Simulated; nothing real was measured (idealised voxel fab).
Title: Process Module voxel released beams
Cross-section cut: width 240 nm, square cells of 5 nm.
How to read a cross-section here: the picture is a grid of square cells, written as bands going from the top down, and any band can span one or more rows of cells. What a band's entry tells you: where the top is and where the bottom is, as heights in nm, and after that what lies inside, material by material from left to right, each with its width in nm. Empty space is written as the word "empty", and a single material marked with the word "throughout" occupies the band from edge to edge. Heads up on the height convention: 0 is the point under which the incoming wafer is all one material, and the lowest band has no bottom, it just keeps going down, like "0 and below". Width "30..40": first value at the band's top row of cells, second value at its bottom row, equal change from row to row. "no alteration" means the step left every cell of the cross-section as it was. Heads up: "Sealed internal voids" only lists the empty pockets with no open path to the top that are 8 cells or more, and it writes them as width x height at distance, distance from the left edge, in nm. after a step's settings: what the simulator itself notes on the step. overlay nm: right-of-plan distance of the mask on a masked step; negative values mean left-of-plan.
[List of planned process steps]
1 RECEIVE | material Si
2 CONFORMAL_DEP | material SiN | thk nm 5
3 DIRECTIONAL_DEP | material SiO2 | thk nm 20
4 DIRECTIONAL_DEP | material aC | thk nm 10
5 PATTERN | tone open | mask id ANCHOR | material resist | width nm 40 | thk nm 25 | overlay nm 0
6 DIRECTIONAL_ETCH | etch materials aC | depth nm 10
7 STRIP | etch materials resist
8 DIRECTIONAL_ETCH | etch materials SiO2 | depth nm 20
9 STRIP | etch materials aC
10 CONFORMAL_DEP | material polySi | thk nm 15
11 DIRECTIONAL_DEP | material aC | thk nm 10
12 PATTERN | tone cover | mask id BEAM | material resist | width nm 90 | thk nm 30 | overlay nm 0
13 DIRECTIONAL_ETCH | etch materials aC | depth nm 10
14 STRIP | etch materials resist
15 DIRECTIONAL_ETCH | etch materials polySi | depth nm 15
16 STRIP | etch materials aC
17 STRIP | etch materials SiO2
[Cross-section of the wafer upon arrival, representing the state reached after step 1]
- 0 and below  Si throughout
- Sealed internal voids: none
[Here's the wafer cut in cross-section after the module, started and planned just like above, except one thing was done wrong in the run]
- 40 down to 25  70 of empty  90 of polySi  80 of empty
- 25 down to 20  SiN throughout
- 20 down to 0  SiO2 throughout
- 0 and below  Si throughout
- Sealed internal voids: none
Diagnosis: contrary to the plan, steps 2 and 3 were processed in exchanged order
